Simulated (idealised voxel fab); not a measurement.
process module | voxel transistor to metal
cross-section cut | 285 nm wide | cells 5 nm
A cross-section is a grid of square cells, given in bands from the top down. A band is one or more rows of cells.
Each band's line starts with the height of the band's top and of its bottom, in nm. Then come its materials from left to right, each with its width in nm. One material with "throughout" fills the band from edge to edge. "air" is empty space.
Height 0 is the level under which the wafer as received is all one material. The lowest band goes on downwards, as in "0 down".
A width such as "30 to 40" changes by the same amount from each row of cells to the next, from the band's top row to its bottom row.
"no change" after a step means that no cell of the cross-section changed.
closed voids: empty space of 8 cells or more with no open way to the top, each as width x height at its distance from the left edge, in nm
after a step's settings: what the simulator itself notes on the step
overlay nm, on a step with a mask: how far to the right of its planned place the mask lay; to the left if negative
plan
1 op RECEIVE | material Si
2 op CONFORMAL_DEP | material SiO2 | thk nm 5
3 op CONFORMAL_DEP | material SiN | thk nm 10
4 op PATTERN | tone cover | mask id ACTIVE | material resist | width nm 105 | pitch nm 135 | thk nm 20 | overlay nm 0
5 op DIRECTIONAL_ETCH | etch materials SiN | depth nm 10
6 op DIRECTIONAL_ETCH | etch materials SiO2 | depth nm 5
7 op DIRECTIONAL_ETCH | etch materials Si | depth nm 35
8 op STRIP | etch materials resist
9 op OXIDIZE | depth nm 5
10 op FILL_DEP | material SiO2 | thk nm 10
11 op CMP | height nm 15
12 op SELECTIVE_ETCH | etch materials SiO2 | depth nm 10
13 op STRIP | etch materials SiN
14 op SELECTIVE_ETCH | etch materials SiO2 | depth nm 5
15 op OXIDIZE | depth nm 5
16 op DIRECTIONAL_DEP | material polySi | thk nm 25
17 op DIRECTIONAL_DEP | material SiCN | thk nm 15
18 op MASKED_ETCH | tone cover | mask id GATE | width nm 25 | pitch nm 135 | etch materials SiCN | depth nm 25 | overlay nm 0
19 op MASKED_ETCH | tone cover | mask id GATE | width nm 25 | pitch nm 135 | etch materials polySi | depth nm 35 | overlay nm 0
20 op CONFORMAL_DEP | material SiN | thk nm 5
21 op DIRECTIONAL_ETCH | etch materials SiN | depth nm 5
22 op DIRECTIONAL_ETCH | etch materials SiO2 | depth nm 5
23 op DIRECTIONAL_ETCH | etch materials Si | depth nm 10
24 op EPI | material nSi | thk nm 10
25 op FILL_DEP | material SiO2 | thk nm 5
26 op CMP | height nm 40
27 op DIRECTIONAL_DEP | material SiO2 | thk nm 15
28 op PATTERN | tone open | mask id CONTACT | material resist | width nm 15 | thk nm 20 | overlay nm 0
29 op DIRECTIONAL_ETCH | etch materials SiO2 | depth nm 60
30 op STRIP | etch materials resist
31 op CONFORMAL_DEP | material TiN | thk nm 5
32 op FILL_DEP | material W | thk nm 5
33 op CMP | height nm 55
34 op CONFORMAL_DEP | material SiCN | thk nm 5
35 op DIRECTIONAL_DEP | material lowk | thk nm 25
36 op PATTERN | tone open | mask id METAL_1 | material resist | width nm 15 | thk nm 15 | overlay nm 0
37 op DIRECTIONAL_ETCH | etch materials lowk | depth nm 25
38 op DIRECTIONAL_ETCH | etch materials SiCN | depth nm 5
39 op STRIP | etch materials resist
40 op CONFORMAL_DEP | material TiN | thk nm 5
41 op FILL_DEP | material Ru | thk nm 10
42 op CMP | height nm 85
43 op CONFORMAL_DEP | material SiCN | thk nm 5
as received, after step 1
  0 down: Si throughout
  closed voids: none
a wafer at the end: this start, this plan, one mistake
  90 to 85: SiCN throughout
  85 to 60: lowk 25 | TiN 5 | Ru 5 | TiN 5 | lowk 65 | TiN 5 | Ru 5 | TiN 5 | lowk 40 | TiN 5 | Ru 5 | TiN 5 | lowk 65 | TiN 5 | Ru 5 | TiN 5 | lowk 30
  60 to 55: SiCN 25 | TiN 15 | SiCN 65 | TiN 15 | SiCN 40 | TiN 15 | SiCN 65 | TiN 15 | SiCN 30
  55 to 45: SiO2 25 | TiN 5 | W 5 | TiN 5 | SiO2 65 | TiN 5 | W 5 | TiN 5 | SiO2 40 | TiN 5 | W 5 | TiN 5 | SiO2 65 | TiN 5 | W 5 | TiN 5 | SiO2 30
  45 to 40: SiO2 25 | TiN 15 | SiO2 65 | TiN 15 | SiO2 40 | TiN 15 | SiO2 65 | TiN 15 | SiO2 30
  40 to 25: SiN throughout
  25 to 0: polySi throughout
  0 to -5: SiO2 throughout
  -5 to -40: SiO2 25 | Si 95 | SiO2 40 | Si 95 | SiO2 30
  -40 down: Si throughout
  closed voids: none
what went wrong: step 17 ran as: op DIRECTIONAL_DEP | material SiN | thk nm 15
